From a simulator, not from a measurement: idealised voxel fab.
Proc. module: voxel spacer lines
Pictured: cross-section cut, 160 nm wide, on a grid of 5 nm square cells.
Cross-section spec: square-cell grid; bands listed top down; each band is one or more rows.
This entry defines a band. It first specifies the height of the band's top and the height of its bottom in nm, and then specifies the band's materials from left to right, stating each material with its width in nm. The word "full width" identifies a single material that fills the band from edge to edge, while the word "empty" identifies empty space.
Basically, 0 is our baseline, since under it the wafer straight out of the box is all one material. The bottom band has no lower end and keeps on going down, so it looks like "from 0 down".
Top row gets the first number, bottom row gets the second, and each row in between changes by the same step: that is how a band width like "30->40" works.
You'll sometimes find "nothing got changed" written for a step, and that's the way of saying that nowhere in the cross-section did a cell change during that step.
The list in "Sealed cavities" covers empty spaces of 8 cells or more that cannot reach the top through any open way, and it gives each as width x height at distance; the distance is from the left edge, and width, height and distance are in nm.
On a step's line, text after the settings is the simulator commenting on that step.
You can add "overlay nm" to a step's line. For a step with a mask, it describes how far the mask lay to the right of its planned position, and a negative number describes a lay to the left.

### Listed below are the process steps as planned
1: op RECEIVE | material Si
2: op CONFORMAL_DEP | material Al2O3 | thk nm 5
3: op DIRECTIONAL_DEP | material W | thk nm 15
4: op DIRECTIONAL_DEP | material aC | thk nm 20
5: op PATTERN | tone cover | mask id MANDREL | material resist | width nm 20 | pitch nm 60 | thk nm 25 | overlay nm 0
6: op DIRECTIONAL_ETCH | etch materials aC | depth nm 20
7: op STRIP | etch materials resist
8: op CONFORMAL_DEP | material SiO2 | thk nm 10
9: op DIRECTIONAL_ETCH | etch materials SiO2 | depth nm 10
10: op STRIP | etch materials aC
11: op DIRECTIONAL_ETCH | etch materials W | depth nm 15
12: op STRIP | etch materials SiO2

### Received-state cross-section, reflecting completion of step 1
  from 0 down: Si full width
  Sealed cavities: none

### Sectioned view, first of two wafers, at the close of the module, processed as intended in the plan
  from 20 to 5: 30 nm empty | 10 nm W | 20 nm empty | 10 nm W | 20 nm empty | 10 nm W | 20 nm empty | 10 nm W | 30 nm empty
  from 5 to 0: Al2O3 full width
  from 0 down: Si full width
  Sealed cavities: none

### Wafer two, sectioned after the module: the first wafer's start, the first wafer's plan, and one mistake in how it was run
  from 20 to 5: 30 nm empty | 10 nm W | 20 nm empty | 10 nm W | 20 nm empty | 10 nm W | 20 nm empty | 10 nm W | 30 nm empty
  from 5 to 0: aC full width
  from 0 down: Si full width
  Sealed cavities: none
Run error: off-plan run, step 2, actual operation and settings op CONFORMAL_DEP | material aC | thk nm 5
At the finish, the second wafer shows more or fewer cells for some materials than the first does: Al2O3: 32 fewer; aC: 32 more
